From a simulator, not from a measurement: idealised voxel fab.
voxel wiring stack: a process module
Section cut is 205 nm wide and gridded with 5 nm square cells.
When this document writes out a cross-section, it uses a grid of square cells and lists it as bands, beginning at the top and moving down, with a band standing for one or more rows of cells.
Each band's line starts with the height of the band's top and of its bottom, in nm. Then come its materials from left to right, each with its width in nm. One material with "full width" fills the band from edge to edge. "empty" is empty space.
Convention: height 0 is the level below which the wafer, as received, is all one material. The lowest band does not terminate at the bottom but continues downward, represented as "z 0 and below".
Per-row width for "30..40": begins at first number (top row of band), ends at second number (bottom row), increment between rows held constant.
"left unchanged" -> step changed no cross-section cell.
Reported under the label "Enclosed internal cavities" are the empty spaces having no open way to the top and comprising 8 cells or more; the notation for each is width x height at distance, in which the distance is measured from the left edge and all three values are in nm.
Where a step's line continues beyond its settings, the continuation is a remark by the simulator itself on that step.
The line of a step may include "overlay nm". On a step with a mask, this value is how far to the right of its planned place the mask lay. A negative value means the mask lay to the left.
The planned process steps are enumerated hereunder
- 1: RECEIVE: material Si
- 2: CONFORMAL_DEP: material SiO2, thk nm 15
- 3: DIRECTIONAL_DEP: material TiN, thk nm 5
- 4: DIRECTIONAL_DEP: material W, thk nm 25
- 5: DIRECTIONAL_DEP: material aC, thk nm 15
- 6: PATTERN: tone cover, mask id METAL_1, material resist, width nm 20, pitch nm 40, thk nm 30, overlay nm 0
- 7: DIRECTIONAL_ETCH: etch materials aC, depth nm 15
- 8: STRIP: etch materials resist
- 9: DIRECTIONAL_ETCH: etch materials W, depth nm 25
- 10: DIRECTIONAL_ETCH: etch materials TiN, depth nm 5
- 11: STRIP: etch materials aC
- 12: CONFORMAL_DEP: material SiCN, thk nm 5
- 13: FILL_DEP: material SiO2, thk nm 5
- 14: CMP: height nm 45
- 15: CONFORMAL_DEP: material SiCN, thk nm 5
- 16: DIRECTIONAL_DEP: material lowk, thk nm 30
- 17: MASKED_ETCH: tone open, mask id METAL_2_HOLES, width nm 15, pitch nm 80, etch materials lowk, depth nm 30, overlay nm 0
- 18: PATTERN: tone open, mask id METAL_2, material resist, width nm 20, pitch nm 40, thk nm 20, overlay nm 0
- 19: DIRECTIONAL_ETCH: etch materials lowk, depth nm 15
- 20: DIRECTIONAL_ETCH: etch materials SiCN, depth nm 5
- 21: STRIP: etch materials resist
- 22: CONFORMAL_DEP: material TiN, thk nm 5
- 23: FILL_DEP: material Cu, thk nm 5
- 24: CMP: height nm 80
- 25: CONFORMAL_DEP: material SiCN, thk nm 5
- 26: DIRECTIONAL_DEP: material SiO2, thk nm 30
- 27: MASKED_ETCH: tone open, mask id METAL_3, width nm 20, pitch nm 40, etch materials SiO2, depth nm 15, overlay nm 0
- 28: MASKED_ETCH: tone open, mask id METAL_3_HOLES, width nm 15, pitch nm 80, etch materials SiO2, depth nm 15, overlay nm 0
- 29: MASKED_ETCH: tone open, mask id METAL_3_HOLES, width nm 15, pitch nm 80, etch materials SiCN, depth nm 5, overlay nm 0
- 30: CONFORMAL_DEP: material TiN, thk nm 5
- 31: FILL_DEP: material Ru, thk nm 5
- 32: CMP: height nm 115
- 33: CONFORMAL_DEP: material SiCN, thk nm 5
- 34: DIRECTIONAL_DEP: material SiO2, thk nm 25
- 35: MASKED_ETCH: tone open, mask id METAL_4, width nm 20, pitch nm 40, etch materials SiO2, depth nm 15, overlay nm 0
- 36: PATTERN: tone open, mask id METAL_4_HOLES, material resist, width nm 15, pitch nm 80, thk nm 20, overlay nm 0
- 37: DIRECTIONAL_ETCH: etch materials SiO2, depth nm 10
- 38: DIRECTIONAL_ETCH: etch materials SiCN, depth nm 5
- 39: STRIP: etch materials resist
- 40: CONFORMAL_DEP: material TiN, thk nm 5
- 41: FILL_DEP: material Ru, thk nm 10
- 42: CMP: height nm 145
- 43: CONFORMAL_DEP: material SiN, thk nm 5
First of two wafers: run as planned
Delivered wafer in cross-section: state after step 1
  z 0 and below | Si full width
  Enclosed internal cavities: none
Once step 2 is through, the wafer looks like this in cross-section
  z 15 to 0 | SiO2 full width
  Under 0: no change, same as before.
Once step 3 is through, the wafer looks like this in cross-section
  z 20 to 15 | TiN full width
  Under 15: no change, same as before.
Once step 4 is through, the wafer looks like this in cross-section
  z 45 to 20 | W full width
  Under 20: no change, same as before.
Once step 5 is through, the wafer looks like this in cross-section
  z 60 to 45 | aC full width
  Under 45: no change, same as before.
Once step 6 is through, the wafer looks like this in cross-section
  z 90 to 60 | empty: 30, resist: 20, empty: 20, resist: 20, empty: 20, resist: 20, empty: 20, resist: 20, empty: 35
  Under 60: no change, same as before.
Once step 7 is through, the wafer looks like this in cross-section
  z 75 to 60 | empty: 30, resist: 20, empty: 20, resist: 20, empty: 20, resist: 20, empty: 20, resist: 20, empty: 35
  z 60 to 45 | empty: 30, aC: 20, empty: 20, aC: 20, empty: 20, aC: 20, empty: 20, aC: 20, empty: 35
  Under 45: no change, same as before.
Once step 8 is through, the wafer looks like this in cross-section
  z 60 to 45 | empty: 30, aC: 20, empty: 20, aC: 20, empty: 20, aC: 20, empty: 20, aC: 20, empty: 35
  Under 45: no change, same as before.
Once step 9 is through, the wafer looks like this in cross-section
  z 60 to 45 | empty: 30, aC: 20, empty: 20, aC: 20, empty: 20, aC: 20, empty: 20, aC: 20, empty: 35
  z 45 to 20 | empty: 30, W: 20, empty: 20, W: 20, empty: 20, W: 20, empty: 20, W: 20, empty: 35
  Under 20: no change, same as before.
Once step 10 is through, the wafer looks like this in cross-section
  z 60 to 45 | empty: 30, aC: 20, empty: 20, aC: 20, empty: 20, aC: 20, empty: 20, aC: 20, empty: 35
  z 45 to 20 | empty: 30, W: 20, empty: 20, W: 20, empty: 20, W: 20, empty: 20, W: 20, empty: 35
  z 20 to 15 | empty: 30, TiN: 20, empty: 20, TiN: 20, empty: 20, TiN: 20, empty: 20, TiN: 20, empty: 35
  Under 15: no change, same as before.
Once step 11 is through, the wafer looks like this in cross-section
  z 45 to 20 | empty: 30, W: 20, empty: 20, W: 20, empty: 20, W: 20, empty: 20, W: 20, empty: 35
  Under 20: no change, same as before.
Once step 12 is through, the wafer looks like this in cross-section
  z 50 to 45 | empty: 25, SiCN: 30, empty: 10, SiCN: 30, empty: 10, SiCN: 30, empty: 10, SiCN: 30, empty: 30
  z 45 to 20 | empty: 25, SiCN: 5, W: 20, SiCN: 5, empty: 10, SiCN: 5, W: 20, SiCN: 5, empty: 10, SiCN: 5, W: 20, SiCN: 5, empty: 10, SiCN: 5, W: 20, SiCN: 5, empty: 30
  z 20 to 15 | SiCN: 30, TiN: 20, SiCN: 20, TiN: 20, SiCN: 20, TiN: 20, SiCN: 20, TiN: 20, SiCN: 35
  Under 15: no change, same as before.
Once step 13 is through, the wafer looks like this in cross-section
  z 55 to 50 | SiO2 full width
  z 50 to 45 | SiO2: 25, SiCN: 30, SiO2: 10, SiCN: 30, SiO2: 10, SiCN: 30, SiO2: 10, SiCN: 30, SiO2: 30
  z 45 to 20 | SiO2: 25, SiCN: 5, W: 20, SiCN: 5, SiO2: 10, SiCN: 5, W: 20, SiCN: 5, SiO2: 10, SiCN: 5, W: 20, SiCN: 5, SiO2: 10, SiCN: 5, W: 20, SiCN: 5, SiO2: 30
  Under 20: no change, same as before.
Once step 14 is through, the wafer looks like this in cross-section
  z 45 to 20 | SiO2: 25, SiCN: 5, W: 20, SiCN: 5, SiO2: 10, SiCN: 5, W: 20, SiCN: 5, SiO2: 10, SiCN: 5, W: 20, SiCN: 5, SiO2: 10, SiCN: 5, W: 20, SiCN: 5, SiO2: 30
  Under 20: no change, same as before.
Once step 15 is through, the wafer looks like this in cross-section
  z 50 to 45 | SiCN full width
  Under 45: no change, same as before.
Once step 16 is through, the wafer looks like this in cross-section
  z 80 to 50 | lowk full width
  Under 50: no change, same as before.
Once step 17 is through, the wafer looks like this in cross-section
  z 80 to 50 | lowk: 30, empty: 15, lowk: 65, empty: 15, lowk: 80
  Under 50: no change, same as before.
Once step 18 is through, the wafer looks like this in cross-section
  z 100 to 80 | resist: 30, empty: 20, resist: 20, empty: 20, resist: 20, empty: 20, resist: 20, empty: 20, resist: 35
  Under 80: no change, same as before.
Once step 19 is through, the wafer looks like this in cross-section
  z 100 to 80 | resist: 30, empty: 20, resist: 20, empty: 20, resist: 20, empty: 20, resist: 20, empty: 20, resist: 35
  z 80 to 65 | lowk: 30, empty: 20, lowk: 20, empty: 20, lowk: 20, empty: 20, lowk: 20, empty: 20, lowk: 35
  Under 65: no change, same as before.
Once step 20 is through, the wafer looks like this in cross-section
  z 100 to 80 | resist: 30, empty: 20, resist: 20, empty: 20, resist: 20, empty: 20, resist: 20, empty: 20, resist: 35
  z 80 to 65 | lowk: 30, empty: 20, lowk: 20, empty: 20, lowk: 20, empty: 20, lowk: 20, empty: 20, lowk: 35
  z 65 to 50 | lowk: 30, empty: 15, lowk: 65, empty: 15, lowk: 80
  z 50 to 45 | SiCN: 30, empty: 15, SiCN: 65, empty: 15, SiCN: 80
  Under 45: no change, same as before.
Once step 21 is through, the wafer looks like this in cross-section
  z 80 to 65 | lowk: 30, empty: 20, lowk: 20, empty: 20, lowk: 20, empty: 20, lowk: 20, empty: 20, lowk: 35
  Under 65: no change, same as before.
Once step 22 is through, the wafer looks like this in cross-section
  z 85 to 80 | TiN: 35, empty: 10, TiN: 30, empty: 10, TiN: 30, empty: 10, TiN: 30, empty: 10, TiN: 40
  z 80 to 70 | lowk: 30, TiN: 5, empty: 10, TiN: 5, lowk: 20, TiN: 5, empty: 10, TiN: 5, lowk: 20, TiN: 5, empty: 10, TiN: 5, lowk: 20, TiN: 5, empty: 10, TiN: 5, lowk: 35
  z 70 to 65 | lowk: 30, TiN: 5, empty: 5, TiN: 10, lowk: 20, TiN: 20, lowk: 20, TiN: 5, empty: 5, TiN: 10, lowk: 20, TiN: 20, lowk: 35
  z 65 to 50 | lowk: 30, TiN: 5, empty: 5, TiN: 5, lowk: 65, TiN: 5, empty: 5, TiN: 5, lowk: 80
  z 50 to 45 | SiCN: 30, TiN: 15, SiCN: 65, TiN: 15, SiCN: 80
  Under 45: no change, same as before.
Once step 23 is through, the wafer looks like this in cross-section
  z 90 to 85 | Cu full width
  z 85 to 80 | TiN: 35, Cu: 10, TiN: 30, Cu: 10, TiN: 30, Cu: 10, TiN: 30, Cu: 10, TiN: 40
  z 80 to 70 | lowk: 30, TiN: 5, Cu: 10, TiN: 5, lowk: 20, TiN: 5, Cu: 10, TiN: 5, lowk: 20, TiN: 5, Cu: 10, TiN: 5, lowk: 20, TiN: 5, Cu: 10, TiN: 5, lowk: 35
  z 70 to 65 | lowk: 30, TiN: 5, Cu: 5, TiN: 10, lowk: 20, TiN: 20, lowk: 20, TiN: 5, Cu: 5, TiN: 10, lowk: 20, TiN: 20, lowk: 35
  z 65 to 50 | lowk: 30, TiN: 5, Cu: 5, TiN: 5, lowk: 65, TiN: 5, Cu: 5, TiN: 5, lowk: 80
  Under 50: no change, same as before.
Once step 24 is through, the wafer looks like this in cross-section
  z 80 to 70 | lowk: 30, TiN: 5, Cu: 10, TiN: 5, lowk: 20, TiN: 5, Cu: 10, TiN: 5, lowk: 20, TiN: 5, Cu: 10, TiN: 5, lowk: 20, TiN: 5, Cu: 10, TiN: 5, lowk: 35
  Under 70: no change, same as before.
Once step 25 is through, the wafer looks like this in cross-section
  z 85 to 80 | SiCN full width
  Under 80: no change, same as before.
Once step 26 is through, the wafer looks like this in cross-section
  z 115 to 85 | SiO2 full width
  Under 85: no change, same as before.
Once step 27 is through, the wafer looks like this in cross-section
  z 115 to 100 | SiO2: 30, empty: 20, SiO2: 20, empty: 20, SiO2: 20, empty: 20, SiO2: 20, empty: 20, SiO2: 35
  Under 100: no change, same as before.
Once step 28 is through, the wafer looks like this in cross-section
  z 115 to 100 | SiO2: 30, empty: 20, SiO2: 20, empty: 20, SiO2: 20, empty: 20, SiO2: 20, empty: 20, SiO2: 35
  z 100 to 85 | SiO2: 30, empty: 15, SiO2: 65, empty: 15, SiO2: 80
  Under 85: no change, same as before.
Once step 29 is through, the wafer looks like this in cross-section
  z 115 to 100 | SiO2: 30, empty: 20, SiO2: 20, empty: 20, SiO2: 20, empty: 20, SiO2: 20, empty: 20, SiO2: 35
  z 100 to 85 | SiO2: 30, empty: 15, SiO2: 65, empty: 15, SiO2: 80
  z 85 to 80 | SiCN: 30, empty: 15, SiCN: 65, empty: 15, SiCN: 80
  Under 80: no change, same as before.
Once step 30 is through, the wafer looks like this in cross-section
  z 120 to 115 | TiN: 35, empty: 10, TiN: 30, empty: 10, TiN: 30, empty: 10, TiN: 30, empty: 10, TiN: 40
  z 115 to 105 | SiO2: 30, TiN: 5, empty: 10, TiN: 5, SiO2: 20, TiN: 5, empty: 10, TiN: 5, SiO2: 20, TiN: 5, empty: 10, TiN: 5, SiO2: 20, TiN: 5, empty: 10, TiN: 5, SiO2: 35
  z 105 to 100 | SiO2: 30, TiN: 5, empty: 5, TiN: 10, SiO2: 20, TiN: 20, SiO2: 20, TiN: 5, empty: 5, TiN: 10, SiO2: 20, TiN: 20, SiO2: 35
  z 100 to 85 | SiO2: 30, TiN: 5, empty: 5, TiN: 5, SiO2: 65, TiN: 5, empty: 5, TiN: 5, SiO2: 80
  z 85 to 80 | SiCN: 30, TiN: 15, SiCN: 65, TiN: 15, SiCN: 80
  Under 80: no change, same as before.
Once step 31 is through, the wafer looks like this in cross-section
  z 125 to 120 | Ru full width
  z 120 to 115 | TiN: 35, Ru: 10, TiN: 30, Ru: 10, TiN: 30, Ru: 10, TiN: 30, Ru: 10, TiN: 40
  z 115 to 105 | SiO2: 30, TiN: 5, Ru: 10, TiN: 5, SiO2: 20, TiN: 5, Ru: 10, TiN: 5, SiO2: 20, TiN: 5, Ru: 10, TiN: 5, SiO2: 20, TiN: 5, Ru: 10, TiN: 5, SiO2: 35
  z 105 to 100 | SiO2: 30, TiN: 5, Ru: 5, TiN: 10, SiO2: 20, TiN: 20, SiO2: 20, TiN: 5, Ru: 5, TiN: 10, SiO2: 20, TiN: 20, SiO2: 35
  z 100 to 85 | SiO2: 30, TiN: 5, Ru: 5, TiN: 5, SiO2: 65, TiN: 5, Ru: 5, TiN: 5, SiO2: 80
  Under 85: no change, same as before.
Once step 32 is through, the wafer looks like this in cross-section
  z 115 to 105 | SiO2: 30, TiN: 5, Ru: 10, TiN: 5, SiO2: 20, TiN: 5, Ru: 10, TiN: 5, SiO2: 20, TiN: 5, Ru: 10, TiN: 5, SiO2: 20, TiN: 5, Ru: 10, TiN: 5, SiO2: 35
  Under 105: no change, same as before.
Once step 33 is through, the wafer looks like this in cross-section
  z 120 to 115 | SiCN full width
  Under 115: no change, same as before.
Once step 34 is through, the wafer looks like this in cross-section
  z 145 to 120 | SiO2 full width
  Under 120: no change, same as before.
Once step 35 is through, the wafer looks like this in cross-section
  z 145 to 130 | SiO2: 30, empty: 20, SiO2: 20, empty: 20, SiO2: 20, empty: 20, SiO2: 20, empty: 20, SiO2: 35
  Under 130: no change, same as before.
Once step 36 is through, the wafer looks like this in cross-section
  z 165 to 145 | resist: 30, empty: 15, resist: 65, empty: 15, resist: 80
  z 145 to 130 | SiO2: 30, empty: 15, resist: 5, SiO2: 20, resist: 20, SiO2: 20, empty: 15, resist: 5, SiO2: 20, resist: 20, SiO2: 35
  Under 130: no change, same as before.
Once step 37 is through, the wafer looks like this in cross-section
  z 165 to 145 | resist: 30, empty: 15, resist: 65, empty: 15, resist: 80
  z 145 to 130 | SiO2: 30, empty: 15, resist: 5, SiO2: 20, resist: 20, SiO2: 20, empty: 15, resist: 5, SiO2: 20, resist: 20, SiO2: 35
  z 130 to 120 | SiO2: 30, empty: 15, SiO2: 65, empty: 15, SiO2: 80
  Under 120: no change, same as before.
Once step 38 is through, the wafer looks like this in cross-section
  z 165 to 145 | resist: 30, empty: 15, resist: 65, empty: 15, resist: 80
  z 145 to 130 | SiO2: 30, empty: 15, resist: 5, SiO2: 20, resist: 20, SiO2: 20, empty: 15, resist: 5, SiO2: 20, resist: 20, SiO2: 35
  z 130 to 120 | SiO2: 30, empty: 15, SiO2: 65, empty: 15, SiO2: 80
  z 120 to 115 | SiCN: 30, empty: 15, SiCN: 65, empty: 15, SiCN: 80
  Under 115: no change, same as before.
Once step 39 is through, the wafer looks like this in cross-section
  z 145 to 130 | SiO2: 30, empty: 20, SiO2: 20, empty: 20, SiO2: 20, empty: 20, SiO2: 20, empty: 20, SiO2: 35
  Under 130: no change, same as before.
Once step 40 is through, the wafer looks like this in cross-section
  z 150 to 145 | TiN: 35, empty: 10, TiN: 30, empty: 10, TiN: 30, empty: 10, TiN: 30, empty: 10, TiN: 40
  z 145 to 135 | SiO2: 30, TiN: 5, empty: 10, TiN: 5, SiO2: 20, TiN: 5, empty: 10, TiN: 5, SiO2: 20, TiN: 5, empty: 10, TiN: 5, SiO2: 20, TiN: 5, empty: 10, TiN: 5, SiO2: 35
  z 135 to 130 | SiO2: 30, TiN: 5, empty: 5, TiN: 10, SiO2: 20, TiN: 20, SiO2: 20, TiN: 5, empty: 5, TiN: 10, SiO2: 20, TiN: 20, SiO2: 35
  z 130 to 120 | SiO2: 30, TiN: 5, empty: 5, TiN: 5, SiO2: 65, TiN: 5, empty: 5, TiN: 5, SiO2: 80
  z 120 to 115 | SiCN: 30, TiN: 15, SiCN: 65, TiN: 15, SiCN: 80
  Under 115: no change, same as before.
Once step 41 is through, the wafer looks like this in cross-section
  z 160 to 150 | Ru full width
  z 150 to 145 | TiN: 35, Ru: 10, TiN: 30, Ru: 10, TiN: 30, Ru: 10, TiN: 30, Ru: 10, TiN: 40
  z 145 to 135 | SiO2: 30, TiN: 5, Ru: 10, TiN: 5, SiO2: 20, TiN: 5, Ru: 10, TiN: 5, SiO2: 20, TiN: 5, Ru: 10, TiN: 5, SiO2: 20, TiN: 5, Ru: 10, TiN: 5, SiO2: 35
  z 135 to 130 | SiO2: 30, TiN: 5, Ru: 5, TiN: 10, SiO2: 20, TiN: 20, SiO2: 20, TiN: 5, Ru: 5, TiN: 10, SiO2: 20, TiN: 20, SiO2: 35
  z 130 to 120 | SiO2: 30, TiN: 5, Ru: 5, TiN: 5, SiO2: 65, TiN: 5, Ru: 5, TiN: 5, SiO2: 80
  Under 120: no change, same as before.
Once step 42 is through, the wafer looks like this in cross-section
  z 145 to 135 | SiO2: 30, TiN: 5, Ru: 10, TiN: 5, SiO2: 20, TiN: 5, Ru: 10, TiN: 5, SiO2: 20, TiN: 5, Ru: 10, TiN: 5, SiO2: 20, TiN: 5, Ru: 10, TiN: 5, SiO2: 35
  Under 135: no change, same as before.
Once step 43 is through, the wafer looks like this in cross-section
  z 150 to 145 | SiN full width
  Under 145: no change, same as before.
Okay, second wafer. Nothing different at the start, nothing different in the plan, just one mistake somewhere in the running. As far as step 42, counting that step, it's the first wafer all over again
Second wafer, sectioned view, at step 43's planned end time
  z 150 to 145 | Ru full width
  Under 145: no change, same as before.
what went wrong: step 43 deviated from plan and actually ran as CONFORMAL_DEP: material Ru, thk nm 5
Counted in cells at the end, the second wafer holds more or fewer of these materials than the first: Ru +41, SiN -41
